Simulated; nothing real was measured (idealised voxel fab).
Documented hereafter: the process module known as voxel gate over fins.
Cross-section cut: width 265 nm, square cells of 5 nm.
If you're reading a cross-section in this doc, picture square cells in a grid; it comes to you as bands, top ones listed first down to the bottom, and a band can be one or more rows of cells. In this notation a band is specified by the heights of its top and bottom, in that order and in nm, after which its materials appear from left to right, each paired with its width in nm. The word "full width" attached to a single material means that material fills the band from edge to edge; the word "blank" stands for empty space. Heights are reckoned from 0. Under this level, the received wafer is all of one material. The bottommost band is open-ended downward, for example "0 and below". It should be noted that a width expressed as "30..40" varies in equal increments from row to row of cells within the band, taking the value of the first number at the top row and that of the second number at the bottom row. "no change occurred" -> step changed no cross-section cell. For the entry "Fully sealed cavities", the listed items are empty spaces with no open way to the top whose size is 8 cells or more; each item follows the pattern width x height at distance, where distance is from the left edge and all three are in nm. What comes after the settings on a step's line is commentary from the simulator itself on that step. For masked steps, "overlay nm" on the step line gives how far right of plan the mask actually lay; a minus sign means it lay to the left.
So here's the lineup of process steps we planned
1) RECEIVE | material Si
2) CONFORMAL_DEP | material SiN | thk nm 10
3) DIRECTIONAL_DEP | material aC | thk nm 10
4) PATTERN | tone cover | mask id FINS | material resist | width nm 15 | pitch nm 50 | thk nm 30 | overlay nm 0
5) DIRECTIONAL_ETCH | etch materials aC | depth nm 10
6) STRIP | etch materials resist
7) DIRECTIONAL_ETCH | etch materials SiN | depth nm 10
8) DIRECTIONAL_ETCH | etch materials Si | depth nm 40
9) STRIP | etch materials aC
10) FILL_DEP | material SiO2 | thk nm 15
11) CMP | height nm 10
12) PATTERN | tone open | mask id RAIL | material resist | width nm 15 | thk nm 15 | overlay nm 0
13) DIRECTIONAL_ETCH | etch materials SiO2 | depth nm 45
14) STRIP | etch materials resist
15) CONFORMAL_DEP | material TiN | thk nm 5
16) FILL_DEP | material W | thk nm 10
17) CMP | height nm 10
18) SELECTIVE_ETCH | etch materials W Ru TiN | depth nm 25
19) FILL_DEP | material SiO2 | thk nm 5
20) CMP | height nm 10
21) SELECTIVE_ETCH | etch materials SiO2 | depth nm 20
22) STRIP | etch materials SiN
23) CONFORMAL_DEP | material HfO2 | thk nm 5
24) CONFORMAL_DEP | material TiN | thk nm 5
25) CONFORMAL_DEP | material TiAl | thk nm 5
26) CONFORMAL_DEP | material TiN | thk nm 5
27) FILL_DEP | material W | thk nm 10
28) CMP | height nm 25
29) CONFORMAL_DEP | material SiCN | thk nm 10
So this is the incoming wafer in cross-section - it's already been through step 1
    0 and below: Si full width
    Fully sealed cavities: none
Post-module cross-section of the first of two wafers (run per plan)
    35 down to 25: SiCN full width
    25 down to 20: W full width
    20 down to 15: W 80, TiN 105, W 80
    15 down to 10: W 80, TiN 5, TiAl 45, TiN 5, TiAl 45, TiN 5, W 80
    10 down to 5: TiN 85, TiAl 5, TiN 35, TiAl 5, TiN 5, TiAl 5, TiN 35, TiAl 5, TiN 85
    5 down to 0: TiAl 90, TiN 5, HfO2 25, TiN 5, TiAl 15, TiN 5, HfO2 25, TiN 5, TiAl 90
    0 down to -5: TiN 95, HfO2 5, Si 15, HfO2 5, TiN 25, HfO2 5, Si 15, HfO2 5, TiN 95
    -5 down to -10: HfO2 100, Si 15, HfO2 35, Si 15, HfO2 100
    -10 down to -15: SiO2 100, Si 15, SiO2 35, Si 15, SiO2 100
    -15 down to -30: SiO2 100, Si 15, SiO2 10, TiN 5, W 5, TiN 5, SiO2 10, Si 15, SiO2 100
    -30 down to -35: SiO2 100, Si 15, SiO2 10, TiN 15, SiO2 10, Si 15, SiO2 100
    -35 down to -40: SiO2 100, Si 15, SiO2 35, Si 15, SiO2 100
    -40 and below: Si full width
    Fully sealed cavities: none
Cross-section at end of module for the second wafer of two, which matched the first in starting point and plan and differed by one mistake in its processing
    35 down to 25: SiCN full width
    25 down to 20: W full width
    20 down to 15: W 80, TiN 105, W 80
    15 down to 10: W 80, TiN 5, TiAl 45, TiN 5, TiAl 45, TiN 5, W 80
    10 down to 5: TiN 85, TiAl 5, TiN 35, TiAl 5, TiN 5, TiAl 5, TiN 35, TiAl 5, TiN 85
    5 down to 0: TiAl 90, TiN 5, HfO2 25, TiN 5, TiAl 15, TiN 5, HfO2 25, TiN 5, TiAl 90
    0 down to -5: TiN 95, HfO2 5, Si 15, HfO2 5, TiN 25, HfO2 5, Si 15, HfO2 5, TiN 95
    -5 down to -10: HfO2 100, Si 15, HfO2 35, Si 15, HfO2 100
    -10 down to -15: SiO2 100, Si 15, SiO2 35, Si 15, SiO2 100
    -15 down to -30: SiO2 100, Si 15, SiO2 20, TiN 5, W 5, TiN 5, Si 15, SiO2 100
    -30 down to -35: SiO2 100, Si 15, SiO2 20, TiN 15, Si 15, SiO2 100
    -35 down to -40: SiO2 100, Si 15, SiO2 35, Si 15, SiO2 100
    -40 and below: Si full width
    Fully sealed cavities: none
Misprocessing identified: step 12: run off-plan, actual operation and settings PATTERN | tone open | mask id RAIL | material resist | width nm 15 | thk nm 15 | overlay nm 10
Final state: per-material cell counts identical on both wafers; locations differ.
